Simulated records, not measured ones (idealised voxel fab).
The following is a process module called voxel self aligned vias.
For reference, the cross-section in this document is cut, with width 265 nm and square cells of 5 nm.
Just so we're on the same page, the cross-sections are grids of square cells, and they're listed out in bands top to bottom, each band one or more rows deep.
Top height, bottom height, nm. Materials left to right, width each, nm. Single material + "edge to edge" = fills band edge to edge. "empty" = empty.
Measure heights from 0. That's the level where, below it, the as-received wafer is all one material. The lowest band is bottomless and extends downward; write it as in "0 nm and below".
The width entry "30->40" should be interpreted row by row: the top row of cells in the band takes the first number, the bottom row takes the second number, and the change between adjacent rows is uniform throughout.
A step reported as "everything unchanged" is a step in which no cell of the cross-section changed.
"Voids, fully enclosed" - sealed voids, min. 8 cells, no opening to top; format: width x height at distance (distance from left edge; nm throughout).
Step line, after settings: the simulator's comment on this step.
overlay nm, on a step with a mask: how far to the right of its planned place the mask lay; to the left if negative

# The process steps that were planned are listed below
| 1 | op RECEIVE | material Si |
| 2 | op CONFORMAL_DEP | material SiO2 | thk nm 15 |
| 3 | op CONFORMAL_DEP | material SiCN | thk nm 5 |
| 4 | op DIRECTIONAL_DEP | material lowk | thk nm 25 |
| 5 | op DIRECTIONAL_DEP | material aC | thk nm 15 |
| 6 | op PATTERN | tone open | mask id LINES | material resist | width nm 20 | pitch nm 60 | thk nm 35 | overlay nm 0 |
| 7 | op DIRECTIONAL_ETCH | etch materials aC | depth nm 15 |
| 8 | op STRIP | etch materials resist |
| 9 | op DIRECTIONAL_ETCH | etch materials lowk | depth nm 25 |
| 10 | op STRIP | etch materials aC |
| 11 | op CONFORMAL_DEP | material TiN | thk nm 5 |
| 12 | op FILL_DEP | material W | thk nm 5 |
| 13 | op CMP | height nm 45 |
| 14 | op SELECTIVE_ETCH | etch materials W Ru TiN | depth nm 10 |
| 15 | op FILL_DEP | material SiN | thk nm 10 |
| 16 | op CMP | height nm 45 |
| 17 | op DIRECTIONAL_DEP | material lowk | thk nm 15 |
| 18 | op DIRECTIONAL_DEP | material aC | thk nm 15 |
| 19 | op PATTERN | tone open | mask id VIAS | material resist | width nm 30 | pitch nm 60 | thk nm 35 | overlay nm 0 |
| 20 | op DIRECTIONAL_ETCH | etch materials aC | depth nm 15 |
| 21 | op STRIP | etch materials resist |
| 22 | op DIRECTIONAL_ETCH | etch materials lowk | depth nm 15 |
| 23 | op DIRECTIONAL_ETCH | etch materials SiN | depth nm 10 |
| 24 | op STRIP | etch materials aC |
| 25 | op CONFORMAL_DEP | material TiN | thk nm 5 |
| 26 | op FILL_DEP | material W | thk nm 10 |
| 27 | op CMP | height nm 60 |
| 28 | op CONFORMAL_DEP | material SiN | thk nm 5 |

# First wafer, two in total, run as planned

# Incoming wafer, cross-sectional view, post step 1
	0 nm and below: Si edge to edge
	Voids, fully enclosed: none

# How the wafer stands in section after step 2
	15 nm to 0 nm: SiO2 edge to edge
	Anything lower than 0 is untouched.

# How the wafer stands in section after step 3
	20 nm to 15 nm: SiCN edge to edge
	Anything lower than 15 is untouched.

# How the wafer stands in section after step 4
	45 nm to 20 nm: lowk edge to edge
	Anything lower than 20 is untouched.

# How the wafer stands in section after step 5
	60 nm to 45 nm: aC edge to edge
	Anything lower than 45 is untouched.

# How the wafer stands in section after step 6
	95 nm to 60 nm: resist 60 nm | empty 20 nm | resist 40 nm | empty 20 nm | resist 40 nm | empty 20 nm | resist 65 nm
	Anything lower than 60 is untouched.

# How the wafer stands in section after step 7
	80 nm to 60 nm: resist 60 nm | empty 20 nm | resist 40 nm | empty 20 nm | resist 40 nm | empty 20 nm | resist 65 nm
	60 nm to 45 nm: aC 60 nm | empty 20 nm | aC 40 nm | empty 20 nm | aC 40 nm | empty 20 nm | aC 65 nm
	Anything lower than 45 is untouched.

# How the wafer stands in section after step 8
	60 nm to 45 nm: aC 60 nm | empty 20 nm | aC 40 nm | empty 20 nm | aC 40 nm | empty 20 nm | aC 65 nm
	Anything lower than 45 is untouched.

# How the wafer stands in section after step 9
	60 nm to 45 nm: aC 60 nm | empty 20 nm | aC 40 nm | empty 20 nm | aC 40 nm | empty 20 nm | aC 65 nm
	45 nm to 20 nm: lowk 60 nm | empty 20 nm | lowk 40 nm | empty 20 nm | lowk 40 nm | empty 20 nm | lowk 65 nm
	Anything lower than 20 is untouched.

# How the wafer stands in section after step 10
	45 nm to 20 nm: lowk 60 nm | empty 20 nm | lowk 40 nm | empty 20 nm | lowk 40 nm | empty 20 nm | lowk 65 nm
	Anything lower than 20 is untouched.

# How the wafer stands in section after step 11
	50 nm to 45 nm: TiN 65 nm | empty 10 nm | TiN 50 nm | empty 10 nm | TiN 50 nm | empty 10 nm | TiN 70 nm
	45 nm to 25 nm: lowk 60 nm | TiN 5 nm | empty 10 nm | TiN 5 nm | lowk 40 nm | TiN 5 nm | empty 10 nm | TiN 5 nm | lowk 40 nm | TiN 5 nm | empty 10 nm | TiN 5 nm | lowk 65 nm
	25 nm to 20 nm: lowk 60 nm | TiN 20 nm | lowk 40 nm | TiN 20 nm | lowk 40 nm | TiN 20 nm | lowk 65 nm
	Anything lower than 20 is untouched.

# How the wafer stands in section after step 12
	55 nm to 50 nm: W edge to edge
	50 nm to 45 nm: TiN 65 nm | W 10 nm | TiN 50 nm | W 10 nm | TiN 50 nm | W 10 nm | TiN 70 nm
	45 nm to 25 nm: lowk 60 nm | TiN 5 nm | W 10 nm | TiN 5 nm | lowk 40 nm | TiN 5 nm | W 10 nm | TiN 5 nm | lowk 40 nm | TiN 5 nm | W 10 nm | TiN 5 nm | lowk 65 nm
	Anything lower than 25 is untouched.

# How the wafer stands in section after step 13
	45 nm to 25 nm: lowk 60 nm | TiN 5 nm | W 10 nm | TiN 5 nm | lowk 40 nm | TiN 5 nm | W 10 nm | TiN 5 nm | lowk 40 nm | TiN 5 nm | W 10 nm | TiN 5 nm | lowk 65 nm
	Anything lower than 25 is untouched.

# How the wafer stands in section after step 14
	45 nm to 35 nm: lowk 60 nm | empty 20 nm | lowk 40 nm | empty 20 nm | lowk 40 nm | empty 20 nm | lowk 65 nm
	Anything lower than 35 is untouched.

# How the wafer stands in section after step 15
	55 nm to 45 nm: SiN edge to edge
	45 nm to 35 nm: lowk 60 nm | SiN 20 nm | lowk 40 nm | SiN 20 nm | lowk 40 nm | SiN 20 nm | lowk 65 nm
	Anything lower than 35 is untouched.

# How the wafer stands in section after step 16
	45 nm to 35 nm: lowk 60 nm | SiN 20 nm | lowk 40 nm | SiN 20 nm | lowk 40 nm | SiN 20 nm | lowk 65 nm
	Anything lower than 35 is untouched.

# How the wafer stands in section after step 17
	60 nm to 45 nm: lowk edge to edge
	Anything lower than 45 is untouched.

# How the wafer stands in section after step 18
	75 nm to 60 nm: aC edge to edge
	Anything lower than 60 is untouched.

# How the wafer stands in section after step 19
	110 nm to 75 nm: resist 55 nm | empty 30 nm | resist 30 nm | empty 30 nm | resist 30 nm | empty 30 nm | resist 60 nm
	Anything lower than 75 is untouched.

# How the wafer stands in section after step 20
	95 nm to 75 nm: resist 55 nm | empty 30 nm | resist 30 nm | empty 30 nm | resist 30 nm | empty 30 nm | resist 60 nm
	75 nm to 60 nm: aC 55 nm | empty 30 nm | aC 30 nm | empty 30 nm | aC 30 nm | empty 30 nm | aC 60 nm
	Anything lower than 60 is untouched.

# How the wafer stands in section after step 21
	75 nm to 60 nm: aC 55 nm | empty 30 nm | aC 30 nm | empty 30 nm | aC 30 nm | empty 30 nm | aC 60 nm
	Anything lower than 60 is untouched.

# How the wafer stands in section after step 22
	75 nm to 60 nm: aC 55 nm | empty 30 nm | aC 30 nm | empty 30 nm | aC 30 nm | empty 30 nm | aC 60 nm
	60 nm to 45 nm: lowk 55 nm | empty 30 nm | lowk 30 nm | empty 30 nm | lowk 30 nm | empty 30 nm | lowk 60 nm
	Anything lower than 45 is untouched.

# How the wafer stands in section after step 23
	75 nm to 60 nm: aC 55 nm | empty 30 nm | aC 30 nm | empty 30 nm | aC 30 nm | empty 30 nm | aC 60 nm
	60 nm to 45 nm: lowk 55 nm | empty 30 nm | lowk 30 nm | empty 30 nm | lowk 30 nm | empty 30 nm | lowk 60 nm
	45 nm to 35 nm: lowk 60 nm | empty 20 nm | lowk 40 nm | empty 20 nm | lowk 40 nm | empty 20 nm | lowk 65 nm
	Anything lower than 35 is untouched.

# How the wafer stands in section after step 24
	60 nm to 45 nm: lowk 55 nm | empty 30 nm | lowk 30 nm | empty 30 nm | lowk 30 nm | empty 30 nm | lowk 60 nm
	Anything lower than 45 is untouched.

# How the wafer stands in section after step 25
	65 nm to 60 nm: TiN 60 nm | empty 20 nm | TiN 40 nm | empty 20 nm | TiN 40 nm | empty 20 nm | TiN 65 nm
	60 nm to 50 nm: lowk 55 nm | TiN 5 nm | empty 20 nm | TiN 5 nm | lowk 30 nm | TiN 5 nm | empty 20 nm | TiN 5 nm | lowk 30 nm | TiN 5 nm | empty 20 nm | TiN 5 nm | lowk 60 nm
	50 nm to 40 nm: lowk 55->60 nm | TiN 10->5 nm | empty 10 nm | TiN 10->5 nm | lowk 30->40 nm | TiN 10->5 nm | empty 10 nm | TiN 10->5 nm | lowk 30->40 nm | TiN 10->5 nm | empty 10 nm | TiN 10->5 nm | lowk 60->65 nm
	40 nm to 35 nm: lowk 60 nm | TiN 20 nm | lowk 40 nm | TiN 20 nm | lowk 40 nm | TiN 20 nm | lowk 65 nm
	Anything lower than 35 is untouched.

# How the wafer stands in section after step 26
	75 nm to 65 nm: W edge to edge
	65 nm to 60 nm: TiN 60 nm | W 20 nm | TiN 40 nm | W 20 nm | TiN 40 nm | W 20 nm | TiN 65 nm
	60 nm to 50 nm: lowk 55 nm | TiN 5 nm | W 20 nm | TiN 5 nm | lowk 30 nm | TiN 5 nm | W 20 nm | TiN 5 nm | lowk 30 nm | TiN 5 nm | W 20 nm | TiN 5 nm | lowk 60 nm
	50 nm to 40 nm: lowk 55->60 nm | TiN 10->5 nm | W 10 nm | TiN 10->5 nm | lowk 30->40 nm | TiN 10->5 nm | W 10 nm | TiN 10->5 nm | lowk 30->40 nm | TiN 10->5 nm | W 10 nm | TiN 10->5 nm | lowk 60->65 nm
	Anything lower than 40 is untouched.

# How the wafer stands in section after step 27
	60 nm to 50 nm: lowk 55 nm | TiN 5 nm | W 20 nm | TiN 5 nm | lowk 30 nm | TiN 5 nm | W 20 nm | TiN 5 nm | lowk 30 nm | TiN 5 nm | W 20 nm | TiN 5 nm | lowk 60 nm
	Anything lower than 50 is untouched.

# How the wafer stands in section after step 28
	65 nm to 60 nm: SiN edge to edge
	Anything lower than 60 is untouched.

# Wafer two: like wafer one in start and plan, but with one mistake in execution; identical up to and including step 18

# Second wafer, cut view, end of step 19 per plan
	110 nm to 75 nm: empty 55 nm | resist 30 nm | empty 30 nm | resist 30 nm | empty 30 nm | resist 30 nm | empty 60 nm
	Anything lower than 75 is untouched.

# Second wafer, cut view, end of step 20 per plan
	95 nm to 75 nm: empty 55 nm | resist 30 nm | empty 30 nm | resist 30 nm | empty 30 nm | resist 30 nm | empty 60 nm
	75 nm to 60 nm: empty 55 nm | aC 30 nm | empty 30 nm | aC 30 nm | empty 30 nm | aC 30 nm | empty 60 nm
	Anything lower than 60 is untouched.

# Second wafer, cut view, end of step 21 per plan
	75 nm to 60 nm: empty 55 nm | aC 30 nm | empty 30 nm | aC 30 nm | empty 30 nm | aC 30 nm | empty 60 nm
	Anything lower than 60 is untouched.

# Second wafer, cut view, end of step 22 per plan
	75 nm to 60 nm: empty 55 nm | aC 30 nm | empty 30 nm | aC 30 nm | empty 30 nm | aC 30 nm | empty 60 nm
	60 nm to 45 nm: empty 55 nm | lowk 30 nm | empty 30 nm | lowk 30 nm | empty 30 nm | lowk 30 nm | empty 60 nm
	Anything lower than 45 is untouched.

Second wafer, cut view, end of step 23 per plan: everything unchanged

# Second wafer, cut view, end of step 24 per plan
	60 nm to 45 nm: empty 55 nm | lowk 30 nm | empty 30 nm | lowk 30 nm | empty 30 nm | lowk 30 nm | empty 60 nm
	Anything lower than 45 is untouched.

# Second wafer, cut view, end of step 25 per plan
	65 nm to 60 nm: empty 50 nm | TiN 40 nm | empty 20 nm | TiN 40 nm | empty 20 nm | TiN 40 nm | empty 55 nm
	60 nm to 50 nm: empty 50 nm | TiN 5 nm | lowk 30 nm | TiN 5 nm | empty 20 nm | TiN 5 nm | lowk 30 nm | TiN 5 nm | empty 20 nm | TiN 5 nm | lowk 30 nm | TiN 5 nm | empty 55 nm
	50 nm to 45 nm: TiN 55 nm | lowk 30 nm | TiN 30 nm | lowk 30 nm | TiN 30 nm | lowk 30 nm | TiN 60 nm
	Anything lower than 45 is untouched.

# Second wafer, cut view, end of step 26 per plan
	75 nm to 65 nm: W edge to edge
	65 nm to 60 nm: W 50 nm | TiN 40 nm | W 20 nm | TiN 40 nm | W 20 nm | TiN 40 nm | W 55 nm
	60 nm to 50 nm: W 50 nm | TiN 5 nm | lowk 30 nm | TiN 5 nm | W 20 nm | TiN 5 nm | lowk 30 nm | TiN 5 nm | W 20 nm | TiN 5 nm | lowk 30 nm | TiN 5 nm | W 55 nm
	Anything lower than 50 is untouched.

# Second wafer, cut view, end of step 27 per plan
	60 nm to 50 nm: W 50 nm | TiN 5 nm | lowk 30 nm | TiN 5 nm | W 20 nm | TiN 5 nm | lowk 30 nm | TiN 5 nm | W 20 nm | TiN 5 nm | lowk 30 nm | TiN 5 nm | W 55 nm
	Anything lower than 50 is untouched.

# Second wafer, cut view, end of step 28 per plan
	65 nm to 60 nm: SiN edge to edge
	Anything lower than 60 is untouched.
Where did the run depart from the plan? rather than as planned, step 19 actually ran as op PATTERN | tone cover | mask id VIAS | material resist | width nm 30 | pitch nm 60 | thk nm 35 | overlay nm 0
The final cell counts differ between the wafers, with the second having more or fewer of some materials than the first: SiN +24; TiN +5; W +22; lowk -51
